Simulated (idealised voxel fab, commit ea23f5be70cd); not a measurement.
Documented hereafter: the process module known as voxel capacitor over wiring.
Pictured: cross-section cut, 280 nm wide, on a grid of 5 nm square cells.
When this document writes out a cross-section, it uses a grid of square cells and lists it as bands, beginning at the top and moving down, with a band standing for one or more rows of cells.
For a band, the entry starts with two heights in nm, that of the top and then that of the bottom, and carries on with the band's materials in order from left to right, each alongside its width in nm; the word "everywhere" beside a single material means it fills the band edge to edge, and "empty" means empty space.
Below 0: as-received wafer, all one material; heights counted from there. Lowest band: no bottom, goes on down, written "0 and below".
The expression "30 to 40" gives the width at the extremes of the band, the first number at its top row of cells and the second at its bottom row, with the width changing by equal amounts from each row to the next in between.
You'll sometimes find "no change" written for a step, and that's the way of saying that nowhere in the cross-section did a cell change during that step.
Sealed void listing: empty space of 8 cells or more with no open way to the top, each as width x height at its distance from the left edge, in nm
The remark found on a step's line after its settings is issued by the simulator itself and pertains to that step.
Among the settings permitted on a step's line is "overlay nm"; applied to a step with a mask, it specifies the extent to which the mask lay to the right of its planned position, whereas a negative figure signifies a position to the left.
PLANNED PROCESS STEPS
| 1 | op RECEIVE | material Si |
| 2 | op CONFORMAL_DEP | material SiO2 | thk nm 10 |
| 3 | op CONFORMAL_DEP | material SiN | thk nm 5 |
| 4 | op DIRECTIONAL_DEP | material lowk | thk nm 20 |
| 5 | op DIRECTIONAL_DEP | material aC | thk nm 10 |
| 6 | op PATTERN | tone open | mask id METAL_1 | material resist | width nm 30 | pitch nm 80 | thk nm 25 | overlay nm 0 |
| 7 | op DIRECTIONAL_ETCH | etch materials aC | depth nm 10 |
| 8 | op STRIP | etch materials resist |
| 9 | op DIRECTIONAL_ETCH | etch materials lowk | depth nm 20 |
| 10 | op DIRECTIONAL_ETCH | etch materials SiN | depth nm 5 |
| 11 | op STRIP | etch materials aC |
| 12 | op CONFORMAL_DEP | material TiN | thk nm 5 |
| 13 | op FILL_DEP | material Ru | thk nm 10 |
| 14 | op CMP | height nm 35 |
| 15 | op EPI | material Ru | thk nm 5 |
| 16 | op FILL_DEP | material SiCN | thk nm 5 |
| 17 | op DIRECTIONAL_DEP | material SiO2 | thk nm 20 |
| 18 | op PATTERN | tone open | mask id PLUG_1 | material resist | width nm 15 | thk nm 15 | overlay nm 0 |
| 19 | op DIRECTIONAL_ETCH | etch materials SiO2 | depth nm 20 |
| 20 | op DIRECTIONAL_ETCH | etch materials SiCN | depth nm 5 |
| 21 | op STRIP | etch materials resist |
| 22 | op EPI | material Ru | thk nm 10 |
| 23 | op EPI | material Ru | thk nm 10 |
| 24 | op EPI | material Ru | thk nm 5 |
| 25 | op DIRECTIONAL_DEP | material TiN | thk nm 5 |
| 26 | op DIRECTIONAL_DEP | material Al2O3 | thk nm 5 |
| 27 | op DIRECTIONAL_DEP | material TiN | thk nm 5 |
| 28 | op MASKED_ETCH | tone cover | mask id UPPER_PLATE | width nm 55 | etch materials TiN | depth nm 5 | overlay nm 0 |
| 29 | op MASKED_ETCH | tone cover | mask id UPPER_PLATE | width nm 55 | etch materials Al2O3 | depth nm 5 | overlay nm 0 |
| 30 | op PATTERN | tone cover | mask id LOWER_PLATE | material resist | width nm 65 | thk nm 20 | overlay nm 0 |
| 31 | op DIRECTIONAL_ETCH | etch materials TiN | depth nm 5 |
| 32 | op STRIP | etch materials resist |
| 33 | op FILL_DEP | material SiO2 | thk nm 15 |
| 34 | op CMP | height nm 90 |
| 35 | op PATTERN | tone open | mask id PLUG_2 | material resist | width nm 15 | thk nm 20 | overlay nm 0 |
| 36 | op DIRECTIONAL_ETCH | etch materials SiO2 | depth nm 10 |
| 37 | op STRIP | etch materials resist |
| 38 | op CONFORMAL_DEP | material TiN | thk nm 5 |
| 39 | op FILL_DEP | material W | thk nm 5 |
| 40 | op CMP | height nm 90 |
| 41 | op CONFORMAL_DEP | material SiN | thk nm 5 |
THE FIRST OF THE TWO WAFERS, WHICH RAN AS PLANNED
STEP 1 COMPLETE: CROSS-SECTION OF THE WAFER AS RECEIVED
* 0 and below | Si everywhere
* Sealed void listing: none
CROSS-SECTION OF THE WAFER SUBSEQUENT TO STEP 2
* 10 down to 0 | SiO2 everywhere
* Under 0: no change, same as before.
CROSS-SECTION OF THE WAFER SUBSEQUENT TO STEP 3
* 15 down to 10 | SiN everywhere
* Under 10: no change, same as before.
CROSS-SECTION OF THE WAFER SUBSEQUENT TO STEP 4
* 35 down to 15 | lowk everywhere
* Under 15: no change, same as before.
CROSS-SECTION OF THE WAFER SUBSEQUENT TO STEP 5
* 45 down to 35 | aC everywhere
* Under 35: no change, same as before.
CROSS-SECTION OF THE WAFER SUBSEQUENT TO STEP 6
* 70 down to 45 | resist=85, then empty=30, then resist=50, then empty=30, then resist=85
* Under 45: no change, same as before.
CROSS-SECTION OF THE WAFER SUBSEQUENT TO STEP 7
* 60 down to 45 | resist=85, then empty=30, then resist=50, then empty=30, then resist=85
* 45 down to 35 | aC=85, then empty=30, then aC=50, then empty=30, then aC=85
* Under 35: no change, same as before.
CROSS-SECTION OF THE WAFER SUBSEQUENT TO STEP 8
* 45 down to 35 | aC=85, then empty=30, then aC=50, then empty=30, then aC=85
* Under 35: no change, same as before.
CROSS-SECTION OF THE WAFER SUBSEQUENT TO STEP 9
* 45 down to 35 | aC=85, then empty=30, then aC=50, then empty=30, then aC=85
* 35 down to 15 | lowk=85, then empty=30, then lowk=50, then empty=30, then lowk=85
* Under 15: no change, same as before.
CROSS-SECTION OF THE WAFER SUBSEQUENT TO STEP 10
* 45 down to 35 | aC=85, then empty=30, then aC=50, then empty=30, then aC=85
* 35 down to 15 | lowk=85, then empty=30, then lowk=50, then empty=30, then lowk=85
* 15 down to 10 | SiN=85, then empty=30, then SiN=50, then empty=30, then SiN=85
* Under 10: no change, same as before.
CROSS-SECTION OF THE WAFER SUBSEQUENT TO STEP 11
* 35 down to 15 | lowk=85, then empty=30, then lowk=50, then empty=30, then lowk=85
* Under 15: no change, same as before.
CROSS-SECTION OF THE WAFER SUBSEQUENT TO STEP 12
* 40 down to 35 | TiN=90, then empty=20, then TiN=60, then empty=20, then TiN=90
* 35 down to 15 | lowk=85, then TiN=5, then empty=20, then TiN=5, then lowk=50, then TiN=5, then empty=20, then TiN=5, then lowk=85
* 15 down to 10 | SiN=85, then TiN=30, then SiN=50, then TiN=30, then SiN=85
* Under 10: no change, same as before.
CROSS-SECTION OF THE WAFER SUBSEQUENT TO STEP 13
* 50 down to 40 | Ru everywhere
* 40 down to 35 | TiN=90, then Ru=20, then TiN=60, then Ru=20, then TiN=90
* 35 down to 15 | lowk=85, then TiN=5, then Ru=20, then TiN=5, then lowk=50, then TiN=5, then Ru=20, then TiN=5, then lowk=85
* Under 15: no change, same as before.
CROSS-SECTION OF THE WAFER SUBSEQUENT TO STEP 14
* 35 down to 15 | lowk=85, then TiN=5, then Ru=20, then TiN=5, then lowk=50, then TiN=5, then Ru=20, then TiN=5, then lowk=85
* Under 15: no change, same as before.
CROSS-SECTION OF THE WAFER SUBSEQUENT TO STEP 15
* 40 down to 35 | empty=80, then Ru=40, then empty=40, then Ru=40, then empty=80
* Under 35: no change, same as before.
CROSS-SECTION OF THE WAFER SUBSEQUENT TO STEP 16
* 45 down to 40 | SiCN everywhere
* 40 down to 35 | SiCN=80, then Ru=40, then SiCN=40, then Ru=40, then SiCN=80
* Under 35: no change, same as before.
CROSS-SECTION OF THE WAFER SUBSEQUENT TO STEP 17
* 65 down to 45 | SiO2 everywhere
* Under 45: no change, same as before.
CROSS-SECTION OF THE WAFER SUBSEQUENT TO STEP 18
* 80 down to 65 | resist=100, then empty=15, then resist=165
* Under 65: no change, same as before.
CROSS-SECTION OF THE WAFER SUBSEQUENT TO STEP 19
* 80 down to 65 | resist=100, then empty=15, then resist=165
* 65 down to 45 | SiO2=100, then empty=15, then SiO2=165
* Under 45: no change, same as before.
CROSS-SECTION OF THE WAFER SUBSEQUENT TO STEP 20
* 80 down to 65 | resist=100, then empty=15, then resist=165
* 65 down to 45 | SiO2=100, then empty=15, then SiO2=165
* 45 down to 40 | SiCN=100, then empty=15, then SiCN=165
* Under 40: no change, same as before.
CROSS-SECTION OF THE WAFER SUBSEQUENT TO STEP 21
* 65 down to 45 | SiO2=100, then empty=15, then SiO2=165
* Under 45: no change, same as before.
CROSS-SECTION OF THE WAFER SUBSEQUENT TO STEP 22
* 65 down to 50 | SiO2=100, then empty=15, then SiO2=165
* 50 down to 45 | SiO2=100, then Ru=15, then SiO2=165
* 45 down to 40 | SiCN=100, then Ru=15, then SiCN=165
* Under 40: no change, same as before.
CROSS-SECTION OF THE WAFER SUBSEQUENT TO STEP 23
* 65 down to 60 | SiO2=100, then empty=15, then SiO2=165
* 60 down to 45 | SiO2=100, then Ru=15, then SiO2=165
* Under 45: no change, same as before.
CROSS-SECTION OF THE WAFER SUBSEQUENT TO STEP 24
* 65 down to 45 | SiO2=100, then Ru=15, then SiO2=165
* Under 45: no change, same as before.
CROSS-SECTION OF THE WAFER SUBSEQUENT TO STEP 25
* 70 down to 65 | TiN everywhere
* Under 65: no change, same as before.
CROSS-SECTION OF THE WAFER SUBSEQUENT TO STEP 26
* 75 down to 70 | Al2O3 everywhere
* Under 70: no change, same as before.
CROSS-SECTION OF THE WAFER SUBSEQUENT TO STEP 27
* 80 down to 75 | TiN everywhere
* Under 75: no change, same as before.
CROSS-SECTION OF THE WAFER SUBSEQUENT TO STEP 28
* 80 down to 75 | empty=100, then TiN=55, then empty=125
* Under 75: no change, same as before.
CROSS-SECTION OF THE WAFER SUBSEQUENT TO STEP 29
* 80 down to 75 | empty=100, then TiN=55, then empty=125
* 75 down to 70 | empty=100, then Al2O3=55, then empty=125
* Under 70: no change, same as before.
CROSS-SECTION OF THE WAFER SUBSEQUENT TO STEP 30
* 100 down to 80 | empty=95, then resist=65, then empty=120
* 80 down to 75 | empty=95, then resist=5, then TiN=55, then resist=5, then empty=120
* 75 down to 70 | empty=95, then resist=5, then Al2O3=55, then resist=5, then empty=120
* Under 70: no change, same as before.
CROSS-SECTION OF THE WAFER SUBSEQUENT TO STEP 31
* 100 down to 80 | empty=95, then resist=65, then empty=120
* 80 down to 75 | empty=95, then resist=5, then TiN=55, then resist=5, then empty=120
* 75 down to 70 | empty=95, then resist=5, then Al2O3=55, then resist=5, then empty=120
* 70 down to 65 | empty=95, then TiN=65, then empty=120
* Under 65: no change, same as before.
CROSS-SECTION OF THE WAFER SUBSEQUENT TO STEP 32
* 80 down to 75 | empty=100, then TiN=55, then empty=125
* 75 down to 70 | empty=100, then Al2O3=55, then empty=125
* Under 70: no change, same as before.
CROSS-SECTION OF THE WAFER SUBSEQUENT TO STEP 33
* 95 down to 80 | SiO2 everywhere
* 80 down to 75 | SiO2=100, then TiN=55, then SiO2=125
* 75 down to 70 | SiO2=100, then Al2O3=55, then SiO2=125
* 70 down to 65 | SiO2=95, then TiN=65, then SiO2=120
* Under 65: no change, same as before.
CROSS-SECTION OF THE WAFER SUBSEQUENT TO STEP 34
* 90 down to 80 | SiO2 everywhere
* Under 80: no change, same as before.
CROSS-SECTION OF THE WAFER SUBSEQUENT TO STEP 35
* 110 down to 90 | resist=110, then empty=15, then resist=155
* Under 90: no change, same as before.
CROSS-SECTION OF THE WAFER SUBSEQUENT TO STEP 36
* 110 down to 90 | resist=110, then empty=15, then resist=155
* 90 down to 80 | SiO2=110, then empty=15, then SiO2=155
* Under 80: no change, same as before.
CROSS-SECTION OF THE WAFER SUBSEQUENT TO STEP 37
* 90 down to 80 | SiO2=110, then empty=15, then SiO2=155
* Under 80: no change, same as before.
CROSS-SECTION OF THE WAFER SUBSEQUENT TO STEP 38
* 95 down to 90 | TiN=115, then empty=5, then TiN=160
* 90 down to 85 | SiO2=110, then TiN=5, then empty=5, then TiN=5, then SiO2=155
* 85 down to 75 | SiO2=110 to 100, then TiN=15 to 55, then SiO2=155 to 125
* Under 75: no change, same as before.
CROSS-SECTION OF THE WAFER SUBSEQUENT TO STEP 39
* 100 down to 95 | W everywhere
* 95 down to 90 | TiN=115, then W=5, then TiN=160
* 90 down to 85 | SiO2=110, then TiN=5, then W=5, then TiN=5, then SiO2=155
* Under 85: no change, same as before.
CROSS-SECTION OF THE WAFER SUBSEQUENT TO STEP 40
* 90 down to 85 | SiO2=110, then TiN=5, then W=5, then TiN=5, then SiO2=155
* Under 85: no change, same as before.
CROSS-SECTION OF THE WAFER SUBSEQUENT TO STEP 41
* 95 down to 90 | SiN everywhere
* Under 90: no change, same as before.
WHAT FOLLOWS CONCERNS THE SECOND WAFER, WHICH STARTED OUT LIKE THE FIRST AND WAS MEANT TO FOLLOW THE VERY SAME PLAN; ONE MISTAKE CREPT IN WHEN IT WAS RUN, BUT EVERYTHING UP TO AND INCLUDING STEP 17 IS THE SAME AS FOR THE FIRST WAFER
SECOND WAFER, CROSS-SECTION, PLANNED END OF STEP 18
* 80 down to 65 | resist=90, then empty=15, then resist=175
* Under 65: no change, same as before.
SECOND WAFER, CROSS-SECTION, PLANNED END OF STEP 19
* 80 down to 65 | resist=90, then empty=15, then resist=175
* 65 down to 45 | SiO2=90, then empty=15, then SiO2=175
* Under 45: no change, same as before.
SECOND WAFER, CROSS-SECTION, PLANNED END OF STEP 20
* 80 down to 65 | resist=90, then empty=15, then resist=175
* 65 down to 45 | SiO2=90, then empty=15, then SiO2=175
* 45 down to 40 | SiCN=90, then empty=15, then SiCN=175
* Under 40: no change, same as before.
SECOND WAFER, CROSS-SECTION, PLANNED END OF STEP 21
* 65 down to 45 | SiO2=90, then empty=15, then SiO2=175
* Under 45: no change, same as before.
SECOND WAFER, CROSS-SECTION, PLANNED END OF STEP 22
* 65 down to 50 | SiO2=90, then empty=15, then SiO2=175
* 50 down to 45 | SiO2=90, then Ru=15, then SiO2=175
* 45 down to 40 | SiCN=90, then Ru=15, then SiCN=175
* Under 40: no change, same as before.
SECOND WAFER, CROSS-SECTION, PLANNED END OF STEP 23
* 65 down to 60 | SiO2=90, then empty=15, then SiO2=175
* 60 down to 45 | SiO2=90, then Ru=15, then SiO2=175
* Under 45: no change, same as before.
SECOND WAFER, CROSS-SECTION, PLANNED END OF STEP 24
* 65 down to 45 | SiO2=90, then Ru=15, then SiO2=175
* Under 45: no change, same as before.
SECOND WAFER, CROSS-SECTION, PLANNED END OF STEP 25
* 70 down to 65 | TiN everywhere
* Under 65: no change, same as before.
SECOND WAFER, CROSS-SECTION, PLANNED END OF STEP 26
* 75 down to 70 | Al2O3 everywhere
* Under 70: no change, same as before.
SECOND WAFER, CROSS-SECTION, PLANNED END OF STEP 27
* 80 down to 75 | TiN everywhere
* Under 75: no change, same as before.
SECOND WAFER, CROSS-SECTION, PLANNED END OF STEP 28
* 80 down to 75 | empty=100, then TiN=55, then empty=125
* Under 75: no change, same as before.
SECOND WAFER, CROSS-SECTION, PLANNED END OF STEP 29
* 80 down to 75 | empty=100, then TiN=55, then empty=125
* 75 down to 70 | empty=100, then Al2O3=55, then empty=125
* Under 70: no change, same as before.
SECOND WAFER, CROSS-SECTION, PLANNED END OF STEP 30
* 100 down to 80 | empty=95, then resist=65, then empty=120
* 80 down to 75 | empty=95, then resist=5, then TiN=55, then resist=5, then empty=120
* 75 down to 70 | empty=95, then resist=5, then Al2O3=55, then resist=5, then empty=120
* Under 70: no change, same as before.
SECOND WAFER, CROSS-SECTION, PLANNED END OF STEP 31
* 100 down to 80 | empty=95, then resist=65, then empty=120
* 80 down to 75 | empty=95, then resist=5, then TiN=55, then resist=5, then empty=120
* 75 down to 70 | empty=95, then resist=5, then Al2O3=55, then resist=5, then empty=120
* 70 down to 65 | empty=95, then TiN=65, then empty=120
* Under 65: no change, same as before.
SECOND WAFER, CROSS-SECTION, PLANNED END OF STEP 32
* 80 down to 75 | empty=100, then TiN=55, then empty=125
* 75 down to 70 | empty=100, then Al2O3=55, then empty=125
* Under 70: no change, same as before.
SECOND WAFER, CROSS-SECTION, PLANNED END OF STEP 33
* 95 down to 80 | SiO2 everywhere
* 80 down to 75 | SiO2=100, then TiN=55, then SiO2=125
* 75 down to 70 | SiO2=100, then Al2O3=55, then SiO2=125
* 70 down to 65 | SiO2=95, then TiN=65, then SiO2=120
* Under 65: no change, same as before.
SECOND WAFER, CROSS-SECTION, PLANNED END OF STEP 34
* 90 down to 80 | SiO2 everywhere
* Under 80: no change, same as before.
SECOND WAFER, CROSS-SECTION, PLANNED END OF STEP 35
* 110 down to 90 | resist=110, then empty=15, then resist=155
* Under 90: no change, same as before.
SECOND WAFER, CROSS-SECTION, PLANNED END OF STEP 36
* 110 down to 90 | resist=110, then empty=15, then resist=155
* 90 down to 80 | SiO2=110, then empty=15, then SiO2=155
* Under 80: no change, same as before.
SECOND WAFER, CROSS-SECTION, PLANNED END OF STEP 37
* 90 down to 80 | SiO2=110, then empty=15, then SiO2=155
* Under 80: no change, same as before.
SECOND WAFER, CROSS-SECTION, PLANNED END OF STEP 38
* 95 down to 90 | TiN=115, then empty=5, then TiN=160
* 90 down to 85 | SiO2=110, then TiN=5, then empty=5, then TiN=5, then SiO2=155
* 85 down to 75 | SiO2=110 to 100, then TiN=15 to 55, then SiO2=155 to 125
* Under 75: no change, same as before.
SECOND WAFER, CROSS-SECTION, PLANNED END OF STEP 39
* 100 down to 95 | W everywhere
* 95 down to 90 | TiN=115, then W=5, then TiN=160
* 90 down to 85 | SiO2=110, then TiN=5, then W=5, then TiN=5, then SiO2=155
* Under 85: no change, same as before.
SECOND WAFER, CROSS-SECTION, PLANNED END OF STEP 40
* 90 down to 85 | SiO2=110, then TiN=5, then W=5, then TiN=5, then SiO2=155
* Under 85: no change, same as before.
SECOND WAFER, CROSS-SECTION, PLANNED END OF STEP 41
* 95 down to 90 | SiN everywhere
* Under 90: no change, same as before.
Which mistake was made when the wafer was run? step 18 changed vs plan, executed as op PATTERN | tone open | mask id PLUG_1 | material resist | width nm 15 | thk nm 15 | overlay nm -10
Final wafers compared: equal cell tally per material, rearranged layout.
